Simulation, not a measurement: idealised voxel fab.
Title: Process Module voxel released beams
It is cross-section cut that appears here, measuring 200 nm in width, its square cells being 5 nm in size.
In what follows, cross-sections appear as grids of square cells, described through bands that run from the top down, where every band is one or more rows of cells.
Band: top and bottom heights (nm) first, top before bottom; then materials from left to right, widths in nm. "all across" marks a sole material filling the band edge to edge. "air" denotes empty space.
For the purposes of this specification, 0 denotes the height below which the wafer in its as-received condition is composed wholly of one material, and the lowermost band, lacking a lower limit, extends downward without end, as expressed in "top 0, no bottom".
A width such as "30->40" changes by the same amount from each row of cells to the next, from the band's top row to its bottom row.
"left unchanged" means the step left every cell of the cross-section as it was.
"Closed empty spaces" - sealed voids, min. 8 cells, no opening to top; format: width x height at distance (distance from left edge; nm throughout).
Post-settings text on a step line: simulator's own remark regarding the step.
The "overlay nm" setting may appear on a step's line; for a step that uses a mask, it gives how far to the right of its planned position the mask lay, and a negative value indicates the left.
How should the pairs below be read? Each gives the cross-section before one process step and the cross-section after it, the latter drawn only to the lowest band that changed; the step that lies between them, with its settings, appears under the pair. Does a pair pick up where the pair above left off? Only where its entry headed "Pre-process state" says so, since pairs can come from different runs of this module on the same starting wafer.

### Pre-process state
top 25, bottom 5  air 45, then SiO2 35, then air 120
top 5, bottom 0  SiN all across
top 0, no bottom  Si all across
Closed empty spaces: none

### Post-Step Section View
top 40, bottom 25  air 30, then polySi 65, then air 105
top 25, bottom 20  air 30, then polySi 15, then SiO2 35, then polySi 15, then air 105
top 20, bottom 5  polySi 45, then SiO2 35, then polySi 120
Beneath the level 5, the cross-section is identical to its previous state.
Closed empty spaces: none
Upper to lower cross-section via CONFORMAL_DEP with material polySi, thk nm 15

Pre-process state: The initial state for this step is given by the after cross-section of the immediately preceding pair.

### Post-Step Section View
top 55, bottom 40  air 30, then aC 65, then air 105
top 40, bottom 35  air 30, then polySi 65, then air 105
top 35, bottom 25  aC 30, then polySi 65, then aC 105
top 25, bottom 20  aC 30, then polySi 15, then SiO2 35, then polySi 15, then aC 105
Beneath the level 20, the cross-section is identical to its previous state.
Closed empty spaces: none
Upper to lower cross-section via DIRECTIONAL_DEP with material aC, thk nm 15

Pre-process state: The initial state for this step is given by the after cross-section of the immediately preceding pair.

### Post-Step Section View
top 85, bottom 55  air 40, then resist 110, then air 50
top 55, bottom 40  air 30, then aC 65, then resist 55, then air 50
top 40, bottom 35  air 30, then polySi 65, then resist 55, then air 50
Beneath the level 35, the cross-section is identical to its previous state.
Closed empty spaces: none
Upper to lower cross-section via PATTERN with tone cover, mask id BEAM, material resist, width nm 110, thk nm 30, overlay nm 0

Pre-process state: The initial state for this step is given by the after cross-section of the immediately preceding pair.

### Post-Step Section View
top 70, bottom 55  air 40, then resist 110, then air 50
top 55, bottom 40  air 40, then aC 55, then resist 55, then air 50
top 40, bottom 35  air 30, then polySi 65, then resist 55, then air 50
top 35, bottom 25  air 30, then polySi 65, then aC 55, then air 50
top 25, bottom 20  air 30, then polySi 15, then SiO2 35, then polySi 15, then aC 55, then air 50
Beneath the level 20, the cross-section is identical to its previous state.
Closed empty spaces: none
Upper to lower cross-section via DIRECTIONAL_ETCH with etch materials aC, depth nm 15

Pre-process state: The initial state for this step is given by the after cross-section of the immediately preceding pair.

### Post-Step Section View
top 55, bottom 40  air 40, then aC 55, then air 105
top 40, bottom 35  air 30, then polySi 65, then air 105
Beneath the level 35, the cross-section is identical to its previous state.
Closed empty spaces: none
Upper to lower cross-section via STRIP with etch materials resist

Pre-process state: The initial state for this step is given by the after cross-section of the immediately preceding pair.

### Post-Step Section View
top 55, bottom 40  air 40, then aC 55, then air 105
top 40, bottom 35  air 40, then polySi 55, then air 105
top 35, bottom 25  air 40, then polySi 55, then aC 55, then air 50
top 25, bottom 20  air 30, then polySi 15, then SiO2 35, then polySi 15, then aC 55, then air 50
top 20, bottom 5  air 30, then polySi 15, then SiO2 35, then polySi 70, then air 50
Beneath the level 5, the cross-section is identical to its previous state.
Closed empty spaces: none
Upper to lower cross-section via DIRECTIONAL_ETCH with etch materials polySi, depth nm 15

Pre-process state: The initial state for this step is given by the after cross-section of the immediately preceding pair.

### Post-Step Section View
top 40, bottom 25  air 40, then polySi 55, then air 105
top 25, bottom 20  air 30, then polySi 15, then SiO2 35, then polySi 15, then air 105
Beneath the level 20, the cross-section is identical to its previous state.
Closed empty spaces: none
Upper to lower cross-section via STRIP with etch materials aC
